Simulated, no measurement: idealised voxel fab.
voxel transistor to metal: a process module
Displayed cross-section: cut, width of 215 nm, square cells sized 5 nm.
How to read a cross-section here: the picture is a grid of square cells, written as bands going from the top down, and any band can span one or more rows of cells. Within each band entry, the heights of the top and of the bottom of the band appear first, in that order and in nm; the materials of the band then follow from left to right, each with its corresponding width in nm. The designation "full width" on a single material indicates that it fills the band from edge to edge; the designation "air" indicates empty space. Height reference: 0 = level under which incoming wafer is all one material. Lowest band: no bottom, runs on downward, e.g. "0..down". So if you see something like "30->40" for the width, read it as the top row of the band sitting at the first number and the bottom row at the second, with every row in between moving by the same amount as the last. Reading "same as before" for a step: not a cell of the cross-section changed in it. Enclosed empty spaces: empty space of 8 cells or more with no open way to the top, each as width x height at its distance from the left edge, in nm. Past the settings on a step's line: simulator remark, on that step. overlay nm: step with mask; distance mask lay right of planned place; negative value = left of planned place.
# Process steps (planned)
| 1 | RECEIVE (material Si) |
| 2 | OXIDIZE (depth nm 5) |
| 3 | CONFORMAL_DEP (material SiN; thk nm 10) |
| 4 | DIRECTIONAL_DEP (material aC; thk nm 10) |
| 5 | PATTERN (tone cover; mask id ACTIVE; material resist; width nm 120; thk nm 25; overlay nm 0) |
| 6 | DIRECTIONAL_ETCH (etch materials aC; depth nm 10) |
| 7 | STRIP (etch materials resist) |
| 8 | DIRECTIONAL_ETCH (etch materials SiN; depth nm 10) |
| 9 | DIRECTIONAL_ETCH (etch materials SiO2; depth nm 5) |
| 10 | DIRECTIONAL_ETCH (etch materials Si; depth nm 25) |
| 11 | STRIP (etch materials aC) |
| 12 | FILL_DEP (material SiO2; thk nm 15) |
| 13 | CMP (height nm 10) |
| 14 | SELECTIVE_ETCH (etch materials SiO2; depth nm 5) |
| 15 | STRIP (etch materials SiN) |
| 16 | SELECTIVE_ETCH (etch materials SiO2; depth nm 5) |
| 17 | OXIDIZE (depth nm 5) |
| 18 | DIRECTIONAL_DEP (material polySi; thk nm 20) |
| 19 | DIRECTIONAL_DEP (material SiCN; thk nm 10) |
| 20 | MASKED_ETCH (tone cover; mask id GATE; width nm 30; etch materials SiCN; depth nm 20; overlay nm 0) |
| 21 | MASKED_ETCH (tone cover; mask id GATE; width nm 30; etch materials polySi; depth nm 30; overlay nm 0) |
| 22 | CONFORMAL_DEP (material SiO2; thk nm 5) |
| 23 | DIRECTIONAL_ETCH (etch materials SiO2; depth nm 5) |
| 24 | CONFORMAL_DEP (material SiN; thk nm 5) |
| 25 | DIRECTIONAL_ETCH (etch materials SiN; depth nm 5) |
| 26 | DIRECTIONAL_ETCH (etch materials SiO2; depth nm 5) |
| 27 | EPI (material pSi; thk nm 5) |
| 28 | FILL_DEP (material SiO2; thk nm 10) |
| 29 | CMP (height nm 15) |
| 30 | STRIP (etch materials polySi) |
| 31 | SELECTIVE_ETCH (etch materials SiO2; depth nm 5) |
| 32 | CONFORMAL_DEP (material HfO2; thk nm 5) |
| 33 | CONFORMAL_DEP (material TiN; thk nm 5) |
| 34 | FILL_DEP (material W; thk nm 10) |
| 35 | CMP (height nm 10) |
| 36 | DIRECTIONAL_DEP (material SiO2; thk nm 15) |
| 37 | MASKED_ETCH (tone open; mask id CONTACT; width nm 20; pitch nm 90; etch materials SiO2; depth nm 30; overlay nm 0) |
| 38 | CONFORMAL_DEP (material TiN; thk nm 5) |
| 39 | FILL_DEP (material W; thk nm 10) |
| 40 | CMP (height nm 25) |
| 41 | CONFORMAL_DEP (material SiN; thk nm 5) |
| 42 | DIRECTIONAL_DEP (material SiO2; thk nm 20) |
| 43 | MASKED_ETCH (tone open; mask id METAL_1; width nm 20; pitch nm 90; etch materials SiO2; depth nm 20; overlay nm 0) |
| 44 | MASKED_ETCH (tone open; mask id METAL_1; width nm 20; pitch nm 90; etch materials SiN; depth nm 5; overlay nm 0) |
| 45 | CONFORMAL_DEP (material TiN; thk nm 5) |
| 46 | FILL_DEP (material Ru; thk nm 5) |
| 47 | CMP (height nm 50) |
| 48 | CONFORMAL_DEP (material SiCN; thk nm 5) |
# So this is the incoming wafer in cross-section - it's already been through step 1
  0..down = Si full width
  Enclosed empty spaces: none
# first wafer at the end, as planned
  55..50 = SiCN full width
  50..30 = SiO2 (50), TiN (5), Ru (10), TiN (5), SiO2 (70), TiN (5), Ru (10), TiN (5), SiO2 (55)
  30..25 = SiN (50), TiN (20), SiN (70), TiN (20), SiN (55)
  25..10 = SiO2 (50), TiN (5), W (10), TiN (5), SiO2 (70), TiN (5), W (10), TiN (5), SiO2 (55)
  10..0 = SiO2 (50), TiN (5), W (10), TiN (5), SiO2 (10), SiN (5), HfO2 (5), TiN (5), W (20), TiN (5), HfO2 (5), SiN (5), SiO2 (10), TiN (5), W (10), TiN (5), SiO2 (55)
  0..-5 = SiO2 (45), SiN (5), TiN (20), SiO2 (10), SiN (5), HfO2 (5), TiN (30), HfO2 (5), SiN (5), SiO2 (10), TiN (20), SiN (5), SiO2 (50)
  -5..-10 = SiO2 (50), pSi (30), SiO2 (5), HfO2 (40), SiO2 (5), pSi (30), SiO2 (55)
  -10..-30 = SiO2 (45), Si (120), SiO2 (50)
  -30..down = Si full width
  Enclosed empty spaces: none
# Here is the second of the two wafers cut open at the end of the module - same start, same plan as the first one, but we made one mistake running it
  55..50 = SiCN full width
  50..30 = SiO2 (50), TiN (5), Ru (10), TiN (5), SiO2 (70), TiN (5), Ru (10), TiN (5), SiO2 (55)
  30..25 = SiN (50), TiN (20), SiN (70), TiN (20), SiN (55)
  25..20 = W full width
  20..15 = TiN (55), W (10), TiN (80), W (10), TiN (60)
  15..0 = SiO2 (50), TiN (5), W (10), TiN (5), SiO2 (70), TiN (5), W (10), TiN (5), SiO2 (55)
  0..-5 = SiO2 (45), SiN (5), TiN (20), SiO2 (10), SiN (5), HfO2 (5), TiN (30), HfO2 (5), SiN (5), SiO2 (10), TiN (20), SiN (5), SiO2 (50)
  -5..-10 = SiO2 (50), pSi (30), SiO2 (5), HfO2 (40), SiO2 (5), pSi (30), SiO2 (55)
  -10..-30 = SiO2 (45), Si (120), SiO2 (50)
  -30..down = Si full width
  Enclosed empty spaces: none
What broke from the plan during processing? step 35 ran with different settings than intended, the actual operation and settings being CMP (height nm 0)
It is noted that, at the conclusion of processing, the second wafer exhibits a higher or lower cell count for certain materials relative to the first: HfO2 -4, SiN -4, SiO2 -50, TiN +27, W +31
